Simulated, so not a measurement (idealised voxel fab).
A process module follows: voxel air gaps.
The width of the displayed cross-section, cut, is 255 nm; its cells are square, with a size of 5 nm.
In what follows, cross-sections appear as grids of square cells, described through bands that run from the top down, where every band is one or more rows of cells. Top height, bottom height, nm. Materials left to right, width each, nm. Single material + "all across" = fills band edge to edge. "empty" = empty. Height datum 0, below which the as-received substrate wafer is one material. Lowest band open at the bottom, running downward: "0..down". The two numbers in a width such as "30->40" mark its ends across the band: the first belongs to the top row of cells, the second to the bottom row, and from each row to the next the width moves by the same amount. "changes: none" means the step left every cell of the cross-section as it was. For the entry "Closed cavity list", the listed items are empty spaces with no open way to the top whose size is 8 cells or more; each item follows the pattern width x height at distance, where distance is from the left edge and all three are in nm. Anything after a step's settings on that line? It's the simulator's own note about the step. overlay nm: mask offset rightward from planned place, masked step; negative means leftward offset.
[Steps planned for the process]
1 RECEIVE with material Si
2 CONFORMAL_DEP with material SiO2, thk nm 15
3 CONFORMAL_DEP with material SiN, thk nm 5
4 DIRECTIONAL_DEP with material SiO2, thk nm 35
5 MASKED_ETCH with tone open, mask id LINES, width nm 15, pitch nm 45, etch materials SiO2, depth nm 35, overlay nm 0
6 CONFORMAL_DEP with material TiN, thk nm 5
7 FILL_DEP with material W, thk nm 10
8 CMP with height nm 55
9 EPI with material Ru, thk nm 10
10 SELECTIVE_ETCH with etch materials SiO2, depth nm 45
11 CONFORMAL_DEP with material SiN, thk nm 5
[As received (post step 1): cross-section]
> 0..down  Si all across
> Closed cavity list: none
[first wafer at the end, as planned]
> 70..65  35 empty, 180 SiN, 40 empty
> 65..55  35 empty, 5 SiN, 35 Ru, 10 SiN, 35 Ru, 10 SiN, 35 Ru, 10 SiN, 35 Ru, 5 SiN, 40 empty
> 55..50  35 empty, 15 SiN, 5 TiN, 5 W, 5 TiN, 30 SiN, 5 TiN, 5 W, 5 TiN, 30 SiN, 5 TiN, 5 W, 5 TiN, 30 SiN, 5 TiN, 5 W, 5 TiN, 15 SiN, 40 empty
> 50..25  45 empty, 5 SiN, 5 TiN, 5 W, 5 TiN, 5 SiN, 20 empty, 5 SiN, 5 TiN, 5 W, 5 TiN, 5 SiN, 20 empty, 5 SiN, 5 TiN, 5 W, 5 TiN, 5 SiN, 20 empty, 5 SiN, 5 TiN, 5 W, 5 TiN, 5 SiN, 50 empty
> 25..20  50 SiN, 15 TiN, 30 SiN, 15 TiN, 30 SiN, 15 TiN, 30 SiN, 15 TiN, 55 SiN
> 20..15  SiN all across
> 15..0  SiO2 all across
> 0..down  Si all across
> Closed cavity list: 20 x 25 at 70; 20 x 25 at 115; 20 x 25 at 160
[Cross-section at end of module for the second wafer of two, which matched the first in starting point and plan and differed by one mistake in its processing]
> 80..75  25 empty, 200 SiN, 30 empty
> 75..55  25 empty, 5 SiN, 190 Ru, 5 SiN, 30 empty
> 55..50  25 empty, 25 SiN, 5 TiN, 5 W, 5 TiN, 30 SiO2, 5 TiN, 5 W, 5 TiN, 30 SiO2, 5 TiN, 5 W, 5 TiN, 30 SiO2, 5 TiN, 5 W, 5 TiN, 25 SiN, 30 empty
> 50..25  45 empty, 5 SiN, 5 TiN, 5 W, 5 TiN, 30 SiO2, 5 TiN, 5 W, 5 TiN, 30 SiO2, 5 TiN, 5 W, 5 TiN, 30 SiO2, 5 TiN, 5 W, 5 TiN, 5 SiN, 50 empty
> 25..20  50 SiN, 15 TiN, 30 SiO2, 15 TiN, 30 SiO2, 15 TiN, 30 SiO2, 15 TiN, 55 SiN
> 20..15  SiN all across
> 15..0  SiO2 all across
> 0..down  Si all across
> Closed cavity list: none
Error vs. plan: step 9 from the plan got run twice
At the finish, the second wafer shows more or fewer cells for some materials than the first does: +96 Ru | -66 SiN | +126 SiO2
Heads up: the first wafer ends with 3 closed voids, the second with 0.
